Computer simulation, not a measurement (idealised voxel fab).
The following is a process module called voxel lift off.
Section cut is 190 nm wide and gridded with 5 nm square cells.
A cross-section in this document is a grid of square cells, and it is written down as bands, the top band listed before the ones below it; a band is made up of one or more rows of cells.
Read a band's entry like this: the first values are the height of its top and the height of its bottom in nm, and what follows is the sequence of materials from left to right, each with its width in nm. Note that "air" is empty space, and that a single material marked "everywhere" reaches across the band from edge to edge.
Beneath 0, the wafer as received is one material, and that level is where height counting begins. The lowest band goes on downward without a bottom; it is written like "0 -> down".
It should be noted that a width expressed as "30 to 40" varies in equal increments from row to row of cells within the band, taking the value of the first number at the top row and that of the second number at the bottom row.
No cell of the cross-section changed in a step that is given as "nothing changed".
Empty spaces counting at least 8 cells and having no open way to the top are listed in "Internal closed voids". The notation width x height at distance is used for each, the distance being from the left edge and all three values in nm.
Where a step's line continues beyond its settings, the continuation is a remark by the simulator itself on that step.
Each step line may optionally specify "overlay nm", which for a step with a mask gives the rightward distance between the mask's planned place and where it lay, a negative value indicating the leftward direction.
## The steps planned for the process are as follows
1) RECEIVE,material Si
2) CONFORMAL_DEP,material SiN,thk nm 15
3) PATTERN,tone open,mask id LINES,material resist,width nm 30,pitch nm 50,thk nm 30,overlay nm -15
4) DIRECTIONAL_DEP,material Ru,thk nm 15
5) STRIP,etch materials resist
6) CONFORMAL_DEP,material SiO2,thk nm 5
Heads up: all these wafers start the same, and what changes between them is the overlay nm in step 3. The value you see in the plan is just what the first wafer got.
## This is how the first of several wafers looked in cross-section when it arrived, which is after step 1
- 0 -> down = Si everywhere
- Internal closed voids: none
## The first of several wafers, seen in cross-section after the module's last step, step 6
- 35 -> 30 = 10 nm air; 40 nm SiO2; 10 nm air; 40 nm SiO2; 10 nm air; 40 nm SiO2; 40 nm air
- 30 -> 20 = 10 nm air; 5 nm SiO2; 30 nm Ru; 5 nm SiO2; 10 nm air; 5 nm SiO2; 30 nm Ru; 5 nm SiO2; 10 nm air; 5 nm SiO2; 30 nm Ru; 5 nm SiO2; 40 nm air
- 20 -> 15 = 15 nm SiO2; 30 nm Ru; 20 nm SiO2; 30 nm Ru; 20 nm SiO2; 30 nm Ru; 45 nm SiO2
- 15 -> 0 = SiN everywhere
- 0 -> down = Si everywhere
- Internal closed voids: none
## Last wafer of the set, cross-sectioned at end of module
- 35 -> 30 = 40 nm air; 40 nm SiO2; 10 nm air; 40 nm SiO2; 10 nm air; 40 nm SiO2; 10 nm air
- 30 -> 20 = 40 nm air; 5 nm SiO2; 30 nm Ru; 5 nm SiO2; 10 nm air; 5 nm SiO2; 30 nm Ru; 5 nm SiO2; 10 nm air; 5 nm SiO2; 30 nm Ru; 5 nm SiO2; 10 nm air
- 20 -> 15 = 45 nm SiO2; 30 nm Ru; 20 nm SiO2; 30 nm Ru; 20 nm SiO2; 30 nm Ru; 15 nm SiO2
- 15 -> 0 = SiN everywhere
- 0 -> down = Si everywhere
- Internal closed voids: none
## Here is how to read the rows: every wafer has a row, and it shows the wafer at the end of the module, giving for each material how many cells were gained (+) or lost (-) since the wafer was received, then listing its closed voids
overlay nm -15; +54 Ru; +114 SiN; +56 SiO2; Internal closed voids: none
overlay nm -10; +54 Ru; +114 SiN; +56 SiO2; Internal closed voids: none
overlay nm -5; +54 Ru; +114 SiN; +56 SiO2; Internal closed voids: none
overlay nm 0; +54 Ru; +114 SiN; +56 SiO2; Internal closed voids: none
overlay nm 5; +54 Ru; +114 SiN; +56 SiO2; Internal closed voids: none
overlay nm 10; +54 Ru; +114 SiN; +56 SiO2; Internal closed voids: none
overlay nm 15; +54 Ru; +114 SiN; +56 SiO2; Internal closed voids: none
